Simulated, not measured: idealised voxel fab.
Module name: voxel local oxidation (process module)
The cross-section shown here is cut; it is 240 nm wide and divided into square cells measuring 5 nm on a side.
Cross-sections here: square-cell grids, written as top-down lists of bands, a band being one or more rows of cells. Top height, bottom height, nm. Materials left to right, width each, nm. Single material + "edge to edge" = fills band edge to edge. "blank" = empty. Heights are measured from 0, the level below which the as-received wafer is all one material; the lowest band has no bottom and continues downward, written as in "0 down". When a width is written as two numbers, as in "30->40", the first number is the width in the top row of cells of the band and the second is the width in its bottom row, and the width changes by the same amount from each row to the next. Step marked "no change occurred"? Then no cell in the cross-section changed in it. What "Voids, enclosed" gives you is every empty space of 8 cells or more that is cut off from the top. Each appears as width x height at distance, with the distance taken from the left edge and width, height and distance all in nm. Anything after a step's settings on that line? It's the simulator's own note about the step. Regarding "overlay nm": on a step with a mask, it is the distance the mask lay to the right of its planned place; a negative value places it to the left.

[Planned process steps]
step 1: RECEIVE [material Si]
step 2: OXIDIZE [depth nm 5]
step 3: CONFORMAL_DEP [material SiN] [thk nm 15]
step 4: MASKED_ETCH [tone cover] [mask id ACTIVE] [width nm 90] [etch materials SiN] [depth nm 15] [overlay nm 0]
step 5: SELECTIVE_ETCH [etch materials SiO2] [depth nm 5]
step 6: OXIDIZE [depth nm 10]
step 7: STRIP [etch materials SiN]

[Delivered wafer in cross-section: state after step 1]
* 0 down | Si edge to edge
* Voids, enclosed: none

[As-planned run: cross-section of the first of two wafers at end of module]
* 0 to -5 | blank 80 nm  SiO2 80 nm  blank 80 nm
* -5 to -15 | SiO2 90 nm  Si 60 nm  SiO2 90 nm
* -15 down | Si edge to edge
* Voids, enclosed: none

[Wafer two cross-section, module end. Start and plan unchanged from wafer one; one mistake made during the run]
* -5 to -15 | SiO2 edge to edge
* -15 down | Si edge to edge
* Voids, enclosed: none
Finding, execution versus plan: step 3 of the plan: omitted, not performed
FYI, end of process, the second wafer has more or fewer cells of some materials than the first: 24 fewer of Si | 8 more of SiO2
